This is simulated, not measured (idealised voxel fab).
Name of the process module below: voxel transistor to metal
The figure presents cross-section cut, which has a width of 170 nm and is divided into square cells with an edge length of 5 nm.
How to read a cross-section here: the picture is a grid of square cells, written as bands going from the top down, and any band can span one or more rows of cells. This entry defines a band. It first specifies the height of the band's top and the height of its bottom in nm, and then specifies the band's materials from left to right, stating each material with its width in nm. The word "everywhere" identifies a single material that fills the band from edge to edge, while the word "air" identifies empty space. Convention: height 0 is the level below which the wafer, as received, is all one material. The lowest band does not terminate at the bottom but continues downward, represented as "from 0 down". Read "30->40" as a graded width: first number on top, second number at the bottom, same change between each pair of neighbouring rows. Step marked "nothing altered"? Then no cell in the cross-section changed in it. If an empty space has no open way to the top and is at least 8 cells in size, "Enclosed void list" lists it, written width x height at distance, where distance is measured from the left edge and every value is in nm. On a step's line, text after the settings is the simulator commenting on that step. A step line may carry the setting "overlay nm", which, for steps involving a mask, states the distance by which the mask lay to the right of its intended position; negative values denote displacement to the left.
## Planned step list for the process
1) RECEIVE [material Si]
2) CONFORMAL_DEP [material SiO2] [thk nm 5]
3) CONFORMAL_DEP [material SiN] [thk nm 15]
4) MASKED_ETCH [tone cover] [mask id ACTIVE] [width nm 125] [etch materials SiN] [depth nm 15] [overlay nm 0]
5) MASKED_ETCH [tone cover] [mask id ACTIVE] [width nm 125] [etch materials SiO2] [depth nm 5] [overlay nm 0]
6) MASKED_ETCH [tone cover] [mask id ACTIVE] [width nm 125] [etch materials Si] [depth nm 35] [overlay nm 0]
7) FILL_DEP [material SiO2] [thk nm 10]
8) CMP [height nm 20]
9) SELECTIVE_ETCH [etch materials SiO2] [depth nm 10]
10) STRIP [etch materials SiN]
11) SELECTIVE_ETCH [etch materials SiO2] [depth nm 5]
12) OXIDIZE [depth nm 5]
13) DIRECTIONAL_DEP [material polySi] [thk nm 20]
14) DIRECTIONAL_DEP [material SiCN] [thk nm 10]
15) PATTERN [tone cover] [mask id GATE] [material resist] [width nm 25] [thk nm 20] [overlay nm 0]
16) DIRECTIONAL_ETCH [etch materials SiCN] [depth nm 20]
17) DIRECTIONAL_ETCH [etch materials polySi] [depth nm 30]
18) STRIP [etch materials resist]
19) CONFORMAL_DEP [material SiO2] [thk nm 5]
20) DIRECTIONAL_ETCH [etch materials SiO2] [depth nm 5]
21) CONFORMAL_DEP [material SiN] [thk nm 10]
22) DIRECTIONAL_ETCH [etch materials SiN] [depth nm 10]
23) DIRECTIONAL_ETCH [etch materials SiO2] [depth nm 5]
24) DIRECTIONAL_ETCH [etch materials Si] [depth nm 10]
25) EPI [material pSi] [thk nm 15]
26) FILL_DEP [material SiO2] [thk nm 5]
27) CMP [height nm 30]
28) DIRECTIONAL_DEP [material SiO2] [thk nm 10]
29) MASKED_ETCH [tone open] [mask id CONTACT] [width nm 35] [pitch nm 70] [etch materials SiO2] [depth nm 30] [overlay nm 0]
30) CONFORMAL_DEP [material TiN] [thk nm 5]
31) FILL_DEP [material W] [thk nm 5]
32) CMP [height nm 40]
33) CONFORMAL_DEP [material SiCN] [thk nm 5]
34) DIRECTIONAL_DEP [material SiO2] [thk nm 20]
35) DIRECTIONAL_DEP [material aC] [thk nm 10]
36) PATTERN [tone open] [mask id METAL_1] [material resist] [width nm 20] [pitch nm 85] [thk nm 25] [overlay nm 0]
37) DIRECTIONAL_ETCH [etch materials aC] [depth nm 10]
38) STRIP [etch materials resist]
39) DIRECTIONAL_ETCH [etch materials SiO2] [depth nm 20]
40) DIRECTIONAL_ETCH [etch materials SiCN] [depth nm 5]
41) STRIP [etch materials aC]
42) CONFORMAL_DEP [material TiN] [thk nm 5]
43) FILL_DEP [material Cu] [thk nm 10]
44) CMP [height nm 65]
45) CONFORMAL_DEP [material SiCN] [thk nm 5]
## Wafer at receipt (post step 1), cross-section
	from 0 down  Si everywhere
	Enclosed void list: none
## Module complete - cross-section of the first of two wafers, run according to plan
	from 70 to 65  SiCN everywhere
	from 65 to 45  30 of SiO2 | 5 of TiN | 10 of Cu | 5 of TiN | 65 of SiO2 | 5 of TiN | 10 of Cu | 5 of TiN | 35 of SiO2
	from 45 to 40  30 of SiCN | 20 of TiN | 65 of SiCN | 20 of TiN | 35 of SiCN
	from 40 to 30  30 of SiO2 | 5 of TiN | 25->15 of W | 5->15 of TiN | 35 of SiO2 | 5->15 of TiN | 25->15 of W | 5 of TiN | 35 of SiO2
	from 30 to 20  30 of SiO2 | 5 of TiN | 15 of W | 5 of TiN | 10 of SiN | 5 of SiO2 | 25 of SiCN | 5 of SiO2 | 10 of SiN | 5 of TiN | 15 of W | 5 of TiN | 35 of SiO2
	from 20 to 15  30 of SiO2 | 5 of TiN | 15 of W | 5 of TiN | 10 of SiN | 5 of SiO2 | 25 of polySi | 5 of SiO2 | 10 of SiN | 5 of TiN | 15 of W | 5 of TiN | 35 of SiO2
	from 15 to 10  30 of SiO2 | 25 of TiN | 10 of SiN | 5 of SiO2 | 25 of polySi | 5 of SiO2 | 10 of SiN | 25 of TiN | 35 of SiO2
	from 10 to 5  25 of SiO2 | 30 of pSi | 10 of SiN | 5 of SiO2 | 25 of polySi | 5 of SiO2 | 10 of SiN | 30 of pSi | 30 of SiO2
	from 5 to 0  20 of SiO2 | 10 of SiN | 25 of pSi | 10 of SiN | 5 of SiO2 | 25 of polySi | 5 of SiO2 | 10 of SiN | 25 of pSi | 10 of SiN | 25 of SiO2
	from 0 to -5  30 of SiO2 | 25 of pSi | 55 of SiO2 | 25 of pSi | 35 of SiO2
	from -5 to -15  20 of SiO2 | 10 of Si | 25 of pSi | 55 of Si | 25 of pSi | 10 of Si | 25 of SiO2
	from -15 to -35  20 of SiO2 | 125 of Si | 25 of SiO2
	from -35 down  Si everywhere
	Enclosed void list: none
## Here is the second of the two wafers cut open at the end of the module - same start, same plan as the first one, but we made one mistake running it
	from 70 to 65  SiCN everywhere
	from 65 to 45  30 of SiO2 | 5 of TiN | 10 of Cu | 5 of TiN | 65 of SiO2 | 5 of TiN | 10 of Cu | 5 of TiN | 35 of SiO2
	from 45 to 40  30 of SiCN | 20 of TiN | 65 of SiCN | 20 of TiN | 35 of SiCN
	from 40 to 30  30 of SiO2 | 5 of TiN | 25 of W | 5 of TiN | 35 of SiO2 | 5 of TiN | 25 of W | 5 of TiN | 35 of SiO2
	from 30 to 20  30 of SiO2 | 5 of TiN | 25 of W | 5 of TiN | 5 of SiO2 | 25 of SiCN | 5 of SiO2 | 5 of TiN | 25 of W | 5 of TiN | 35 of SiO2
	from 20 to 15  30 of SiO2 | 5 of TiN | 25 of W | 5 of TiN | 5 of SiO2 | 25 of polySi | 5 of SiO2 | 5 of TiN | 25 of W | 5 of TiN | 35 of SiO2
	from 15 to 10  30 of SiO2 | 35 of TiN | 5 of SiO2 | 25 of polySi | 5 of SiO2 | 35 of TiN | 35 of SiO2
	from 10 to 0  50 of SiO2 | 15 of pSi | 5 of SiO2 | 25 of polySi | 5 of SiO2 | 15 of pSi | 55 of SiO2
	from 0 to -5  20 of SiO2 | 45 of pSi | 35 of SiO2 | 45 of pSi | 25 of SiO2
	from -5 to -15  20 of SiO2 | 45 of pSi | 35 of Si | 45 of pSi | 25 of SiO2
	from -15 to -35  20 of SiO2 | 125 of Si | 25 of SiO2
	from -35 down  Si everywhere
	Enclosed void list: none
Deviation from plan: not run: step 21 of the plan (skipped)
Count the cells at the end and the second wafer has more or fewer of some materials than the first: 16 fewer of Si; 28 fewer of SiN; 14 more of SiO2; 16 more of W; 14 more of pSi
